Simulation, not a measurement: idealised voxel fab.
Process module under the name voxel fin reveal
The cross-section shown here is cut; it is 300 nm wide and divided into square cells measuring 5 nm on a side.
Cross-section, as written here: a square-cell grid given band by band from the top down, where a band holds one or more rows of cells.
This entry defines a band. It first specifies the height of the band's top and the height of its bottom in nm, and then specifies the band's materials from left to right, stating each material with its width in nm. The word "all across" identifies a single material that fills the band from edge to edge, while the word "empty" identifies empty space.
Height datum 0, below which the as-received substrate wafer is one material. Lowest band open at the bottom, running downward: "top 0, no bottom".
Note: "30..40" means the width goes from the first number (top row of the band) to the second number (bottom row) in equal steps per row of cells.
"remains unaltered" after a step means that no cell of the cross-section changed.
For the entry "Unvented internal voids", the listed items are empty spaces with no open way to the top whose size is 8 cells or more; each item follows the pattern width x height at distance, where distance is from the left edge and all three are in nm.
Note: text after step settings on the step line = simulator remark on that step.
Among the settings permitted on a step's line is "overlay nm"; applied to a step with a mask, it specifies the extent to which the mask lay to the right of its planned position, whereas a negative figure signifies a position to the left.

# Process steps (planned)
step 1: RECEIVE,material Si
step 2: CONFORMAL_DEP,material SiN,thk nm 10
step 3: PATTERN,tone cover,mask id FINS,material resist,width nm 15,pitch nm 35,thk nm 15,overlay nm 0
step 4: DIRECTIONAL_ETCH,etch materials SiN,depth nm 10
step 5: DIRECTIONAL_ETCH,etch materials Si,depth nm 35
step 6: STRIP,etch materials resist
step 7: FILL_DEP,material SiO2,thk nm 10
step 8: CMP,height nm 10
step 9: SELECTIVE_ETCH,etch materials SiO2,depth nm 35
step 10: STRIP,etch materials SiN
step 11: CONFORMAL_DEP,material SiO2,thk nm 5

# First of the two wafers, run per plan

# Cross-section, incoming material, after step 1
> top 0, no bottom: Si all across
> Unvented internal voids: none

# Upon completion of step 2, the wafer appears in cross-section as shown
> top 10, bottom 0: SiN all across
> Nothing below the height 0 has changed.

# Upon completion of step 3, the wafer appears in cross-section as shown
> top 25, bottom 10: 105 of empty, then 15 of resist, then 20 of empty, then 15 of resist, then 20 of empty, then 15 of resist, then 110 of empty
> Nothing below the height 10 has changed.

# Upon completion of step 4, the wafer appears in cross-section as shown
> top 25, bottom 10: 105 of empty, then 15 of resist, then 20 of empty, then 15 of resist, then 20 of empty, then 15 of resist, then 110 of empty
> top 10, bottom 0: 105 of empty, then 15 of SiN, then 20 of empty, then 15 of SiN, then 20 of empty, then 15 of SiN, then 110 of empty
> Nothing below the height 0 has changed.

# Upon completion of step 5, the wafer appears in cross-section as shown
> top 25, bottom 10: 105 of empty, then 15 of resist, then 20 of empty, then 15 of resist, then 20 of empty, then 15 of resist, then 110 of empty
> top 10, bottom 0: 105 of empty, then 15 of SiN, then 20 of empty, then 15 of SiN, then 20 of empty, then 15 of SiN, then 110 of empty
> top 0, bottom -35: 105 of empty, then 15 of Si, then 20 of empty, then 15 of Si, then 20 of empty, then 15 of Si, then 110 of empty
> Nothing below the height -35 has changed.

# Upon completion of step 6, the wafer appears in cross-section as shown
> top 10, bottom 0: 105 of empty, then 15 of SiN, then 20 of empty, then 15 of SiN, then 20 of empty, then 15 of SiN, then 110 of empty
> Nothing below the height 0 has changed.

# Upon completion of step 7, the wafer appears in cross-section as shown
> top 20, bottom 10: SiO2 all across
> top 10, bottom 0: 105 of SiO2, then 15 of SiN, then 20 of SiO2, then 15 of SiN, then 20 of SiO2, then 15 of SiN, then 110 of SiO2
> top 0, bottom -35: 105 of SiO2, then 15 of Si, then 20 of SiO2, then 15 of Si, then 20 of SiO2, then 15 of Si, then 110 of SiO2
> Nothing below the height -35 has changed.

# Upon completion of step 8, the wafer appears in cross-section as shown
> top 10, bottom 0: 105 of SiO2, then 15 of SiN, then 20 of SiO2, then 15 of SiN, then 20 of SiO2, then 15 of SiN, then 110 of SiO2
> Nothing below the height 0 has changed.

# Upon completion of step 9, the wafer appears in cross-section as shown
> top 10, bottom 0: 105 of empty, then 15 of SiN, then 20 of empty, then 15 of SiN, then 20 of empty, then 15 of SiN, then 110 of empty
> top 0, bottom -25: 105 of empty, then 15 of Si, then 20 of empty, then 15 of Si, then 20 of empty, then 15 of Si, then 110 of empty
> Nothing below the height -25 has changed.

# Upon completion of step 10, the wafer appears in cross-section as shown
> top 0, bottom -25: 105 of empty, then 15 of Si, then 20 of empty, then 15 of Si, then 20 of empty, then 15 of Si, then 110 of empty
> Nothing below the height -25 has changed.

# Upon completion of step 11, the wafer appears in cross-section as shown
> top 5, bottom 0: 100 of empty, then 25 of SiO2, then 10 of empty, then 25 of SiO2, then 10 of empty, then 25 of SiO2, then 105 of empty
> top 0, bottom -20: 100 of empty, then 5 of SiO2, then 15 of Si, then 5 of SiO2, then 10 of empty, then 5 of SiO2, then 15 of Si, then 5 of SiO2, then 10 of empty, then 5 of SiO2, then 15 of Si, then 5 of SiO2, then 105 of empty
> top -20, bottom -35: 105 of SiO2, then 15 of Si, then 20 of SiO2, then 15 of Si, then 20 of SiO2, then 15 of Si, then 110 of SiO2
> Nothing below the height -35 has changed.

# The second wafer: identical to the first at the outset and in its planned sequence, differing only in that one mistake was made during processing; up to and including step 8, its path is the first wafer's path

# Second wafer at the planned finish of step 9, seen in cross-section
> top 10, bottom 0: 105 of SiO2, then 15 of empty, then 20 of SiO2, then 15 of empty, then 20 of SiO2, then 15 of empty, then 110 of SiO2
> Nothing below the height 0 has changed.

# Second wafer at the planned finish of step 10, seen in cross-section
> top 0, bottom -25: 105 of empty, then 15 of Si, then 20 of empty, then 15 of Si, then 20 of empty, then 15 of Si, then 110 of empty
> top -25, bottom -35: 70 of SiO2, then 35 of empty, then 15 of Si, then 20 of empty, then 15 of Si, then 20 of empty, then 15 of Si, then 35 of empty, then 75 of SiO2
> Nothing below the height -35 has changed.

# Second wafer at the planned finish of step 11, seen in cross-section
> top 5, bottom 0: 100 of empty, then 25 of SiO2, then 10 of empty, then 25 of SiO2, then 10 of empty, then 25 of SiO2, then 105 of empty
> top 0, bottom -20: 100 of empty, then 5 of SiO2, then 15 of Si, then 5 of SiO2, then 10 of empty, then 5 of SiO2, then 15 of Si, then 5 of SiO2, then 10 of empty, then 5 of SiO2, then 15 of Si, then 5 of SiO2, then 105 of empty
> top -20, bottom -30: 75 of SiO2, then 25 of empty, then 5 of SiO2, then 15 of Si, then 5 of SiO2, then 10 of empty, then 5 of SiO2, then 15 of Si, then 5 of SiO2, then 10 of empty, then 5 of SiO2, then 15 of Si, then 5 of SiO2, then 25 of empty, then 80 of SiO2
> top -30, bottom -35: 105 of SiO2, then 15 of Si, then 20 of SiO2, then 15 of Si, then 20 of SiO2, then 15 of Si, then 110 of SiO2
> Nothing below the height -35 has changed.
It is concluded that the wafer was processed incorrectly with respect to the plan, in that the processing plan was not followed for steps 9 and 10, which were run with their positions exchanged
Upon completion, the second wafer contains, in terms of cells, a greater or smaller amount of certain materials than the first wafer: -28 SiO2
